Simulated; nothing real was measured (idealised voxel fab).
process module | voxel self aligned contacts
cross-section cut | 220 nm wide | cells 5 nm
A cross-section is a grid of square cells, given in bands from the top down. A band is one or more rows of cells.
Each band's line starts with the height of the band's top and of its bottom, in nm. Then come its materials from left to right, each with its width in nm. One material with "throughout" fills the band from edge to edge. "air" is empty space.
Height 0 is the level under which the wafer as received is all one material. The lowest band goes on downwards, as in "0 down".
A width such as "30 to 40" changes by the same amount from each row of cells to the next, from the band's top row to its bottom row.
"no change" after a step means that no cell of the cross-section changed.
closed voids: empty space of 8 cells or more with no open way to the top, each as width x height at its distance from the left edge, in nm
after a step's settings: what the simulator itself notes on the step
overlay nm, on a step with a mask: how far to the right of its planned place the mask lay; to the left if negative
plan
1 op RECEIVE | material Si
2 op CONFORMAL_DEP | material SiO2 | thk nm 5
3 op DIRECTIONAL_DEP | material polySi | thk nm 25
4 op DIRECTIONAL_DEP | material SiN | thk nm 25
5 op PATTERN | tone cover | mask id GATE | material resist | width nm 30 | pitch nm 75 | thk nm 20 | overlay nm 0
6 op DIRECTIONAL_ETCH | etch materials SiN | depth nm 15
7 op DIRECTIONAL_ETCH | etch materials polySi | depth nm 25
8 op STRIP | etch materials resist
9 op CONFORMAL_DEP | material SiN | thk nm 10
10 op DIRECTIONAL_ETCH | etch materials SiN | depth nm 10
11 op FILL_DEP | material SiO2 | thk nm 15
12 op CMP | height nm 60
13 op MASKED_ETCH | tone open | mask id CONTACT | width nm 55 | etch materials SiO2 | depth nm 60 | overlay nm 0
14 op CONFORMAL_DEP | material TiN | thk nm 5
15 op FILL_DEP | material W | thk nm 5
16 op CMP | height nm 60
17 op CONFORMAL_DEP | material SiCN | thk nm 5
varied across the wafers: depth nm of step 6. The plan shows the first wafer's value. All wafers start alike
first wafer as received, after step 1
  0 down: Si throughout
  closed voids: none
first wafer at the end, after step 17
  65 to 60: SiCN throughout
  60 to 55: SiO2 80 | TiN 20 | W 15 | TiN 20 | SiO2 85
  55 to 45: SiO2 45 | SiN 50 | TiN 5 | W 15 | TiN 5 | SiN 50 | SiO2 50
  45 to 40: SiO2 45 | SiN 50 | TiN 25 | SiN 50 | SiO2 50
  40 to 30: SiN throughout
  30 to 5: polySi throughout
  5 to 0: SiO2 throughout
  0 down: Si throughout
  closed voids: none
last wafer at the end
  65 to 60: SiCN throughout
  60 to 55: SiO2 80 | TiN 20 | W 15 | TiN 20 | SiO2 85
  55 to 30: SiO2 45 | SiN 50 | TiN 5 | W 15 | TiN 5 | SiN 50 | SiO2 50
  30 to 5: SiO2 45 | SiN 10 | polySi 30 | SiN 10 | TiN 5 | W 15 | TiN 5 | SiN 10 | polySi 30 | SiN 10 | SiO2 50
  5 to 0: SiO2 95 | TiN 25 | SiO2 100
  0 down: Si throughout
  closed voids: none
each wafer at the end: cells of each material gained (+) or lost (-) since it was received, then its closed voids
depth nm 15 | +44 SiCN | +148 SiN | +134 SiO2 | +17 TiN | +9 W | +220 polySi | closed voids: none
depth nm 20 | +44 SiCN | +124 SiN | +153 SiO2 | +19 TiN | +12 W | +220 polySi | closed voids: none
depth nm 25 | +44 SiCN | +140 SiN | +262 SiO2 | +33 TiN | +33 W | +60 polySi | closed voids: none
depth nm 30 | +44 SiCN | +140 SiN | +262 SiO2 | +33 TiN | +33 W | +60 polySi | closed voids: none
depth nm 35 | +44 SiCN | +140 SiN | +262 SiO2 | +33 TiN | +33 W | +60 polySi | closed voids: none
depth nm 40 | +44 SiCN | +140 SiN | +262 SiO2 | +33 TiN | +33 W | +60 polySi | closed voids: none
